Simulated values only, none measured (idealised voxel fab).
process module | voxel self aligned contacts
cross-section cut | 280 nm wide | cells 5 nm
A cross-section is a grid of square cells, given in bands from the top down. A band is one or more rows of cells.
Each band's line starts with the height of the band's top and of its bottom, in nm. Then come its materials from left to right, each with its width in nm. One material with "throughout" fills the band from edge to edge. "air" is empty space.
Height 0 is the level under which the wafer as received is all one material. The lowest band goes on downwards, as in "0 down".
A width such as "30 to 40" changes by the same amount from each row of cells to the next, from the band's top row to its bottom row.
"no change" after a step means that no cell of the cross-section changed.
closed voids: empty space of 8 cells or more with no open way to the top, each as width x height at its distance from the left edge, in nm
after a step's settings: what the simulator itself notes on the step
overlay nm, on a step with a mask: how far to the right of its planned place the mask lay; to the left if negative
plan
1 op RECEIVE | material Si
2 op CONFORMAL_DEP | material SiO2 | thk nm 5
3 op DIRECTIONAL_DEP | material polySi | thk nm 30
4 op DIRECTIONAL_DEP | material SiN | thk nm 15
5 op MASKED_ETCH | tone cover | mask id GATE | width nm 25 | pitch nm 60 | etch materials SiN | depth nm 15 | overlay nm 0
6 op MASKED_ETCH | tone cover | mask id GATE | width nm 25 | pitch nm 60 | etch materials polySi | depth nm 30 | overlay nm 0
7 op CONFORMAL_DEP | material SiN | thk nm 5
8 op DIRECTIONAL_ETCH | etch materials SiN | depth nm 5
9 op FILL_DEP | material SiO2 | thk nm 20
10 op CMP | height nm 60
11 op PATTERN | tone open | mask id CONTACT | material resist | width nm 45 | thk nm 15 | overlay nm 0
12 op DIRECTIONAL_ETCH | etch materials SiO2 | depth nm 60
13 op STRIP | etch materials resist
14 op CONFORMAL_DEP | material TiN | thk nm 5
15 op FILL_DEP | material Ru | thk nm 5
16 op CMP | height nm 60
17 op CONFORMAL_DEP | material SiN | thk nm 5
as received, after step 1
  0 down: Si throughout
  closed voids: none
a wafer at the end: this start, this plan, one mistake
  65 to 60: SiN throughout
  60 to 40: SiO2 90 | SiN 5 | polySi 25 | SiN 5 | TiN 5 | Ru 15 | TiN 5 | SiN 5 | polySi 25 | SiN 5 | SiO2 95
  40 to 35: SiO2 90 | SiN 5 | polySi 25 | SiN 5 | TiN 25 | SiN 5 | polySi 25 | SiN 5 | SiO2 95
  35 to 5: polySi throughout
  5 to 0: SiO2 throughout
  0 down: Si throughout
  closed voids: none
what went wrong: step 3 was run twice
